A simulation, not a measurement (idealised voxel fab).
process module | voxel self aligned contacts
cross-section cut | 155 nm wide | cells 5 nm
A cross-section is a grid of square cells, given in bands from the top down. A band is one or more rows of cells.
Each band's line starts with the height of the band's top and of its bottom, in nm. Then come its materials from left to right, each with its width in nm. One material with "throughout" fills the band from edge to edge. "air" is empty space.
Height 0 is the level under which the wafer as received is all one material. The lowest band goes on downwards, as in "0 down".
A width such as "30 to 40" changes by the same amount from each row of cells to the next, from the band's top row to its bottom row.
"no change" after a step means that no cell of the cross-section changed.
closed voids: empty space of 8 cells or more with no open way to the top, each as width x height at its distance from the left edge, in nm
after a step's settings: what the simulator itself notes on the step
overlay nm, on a step with a mask: how far to the right of its planned place the mask lay; to the left if negative
plan
1 op RECEIVE | material Si
2 op OXIDIZE | depth nm 5
3 op DIRECTIONAL_DEP | material polySi | thk nm 30
4 op DIRECTIONAL_DEP | material SiN | thk nm 25
5 op PATTERN | tone cover | mask id GATE | material resist | width nm 25 | pitch nm 65 | thk nm 20 | overlay nm 0
6 op DIRECTIONAL_ETCH | etch materials SiN | depth nm 25
7 op DIRECTIONAL_ETCH | etch materials polySi | depth nm 30
8 op STRIP | etch materials resist
9 op CONFORMAL_DEP | material SiN | thk nm 10
10 op DIRECTIONAL_ETCH | etch materials SiN | depth nm 10
11 op FILL_DEP | material SiO2 | thk nm 20
12 op CMP | height nm 65
13 op PATTERN | tone open | mask id CONTACT | material resist | width nm 50 | thk nm 20 | overlay nm 0
14 op DIRECTIONAL_ETCH | etch materials SiO2 | depth nm 70
15 op STRIP | etch materials resist
16 op CONFORMAL_DEP | material TiN | thk nm 5
17 op FILL_DEP | material W | thk nm 5
18 op CMP | height nm 65
19 op CONFORMAL_DEP | material SiN | thk nm 5
as received, after step 1
  0 down: Si throughout
  closed voids: none
first wafer at the end, as planned
  70 to 65: SiN throughout
  65 to 55: SiO2 50 | TiN 5 to 20 | W 40 to 10 | TiN 5 to 20 | SiO2 55
  55 to 30: SiO2 20 | SiN 45 | TiN 5 | W 10 | TiN 5 | SiN 45 | SiO2 25
  30 to 0: SiO2 20 | SiN 10 | polySi 25 | SiN 10 | TiN 5 | W 10 | TiN 5 | SiN 10 | polySi 25 | SiN 10 | SiO2 25
  0 to -5: SiO2 65 | TiN 20 | SiO2 70
  -5 down: Si throughout
  closed voids: none
second wafer at the end: like start, like plan, one mistake
  65 to 60: SiN throughout
  60 to 55: SiO2 50 | TiN 20 | W 10 | TiN 20 | SiO2 55
  55 to 30: SiO2 20 | SiN 45 | TiN 5 | W 10 | TiN 5 | SiN 45 | SiO2 25
  30 to 0: SiO2 20 | SiN 10 | polySi 25 | SiN 10 | TiN 5 | W 10 | TiN 5 | SiN 10 | polySi 25 | SiN 10 | SiO2 25
  0 to -5: SiO2 65 | TiN 20 | SiO2 70
  -5 down: Si throughout
  closed voids: none
what went wrong: step 18 ran as: op CMP | height nm 60
at the end the second wafer has, in cells: 21 fewer of SiO2 | 2 fewer of TiN | 8 fewer of W
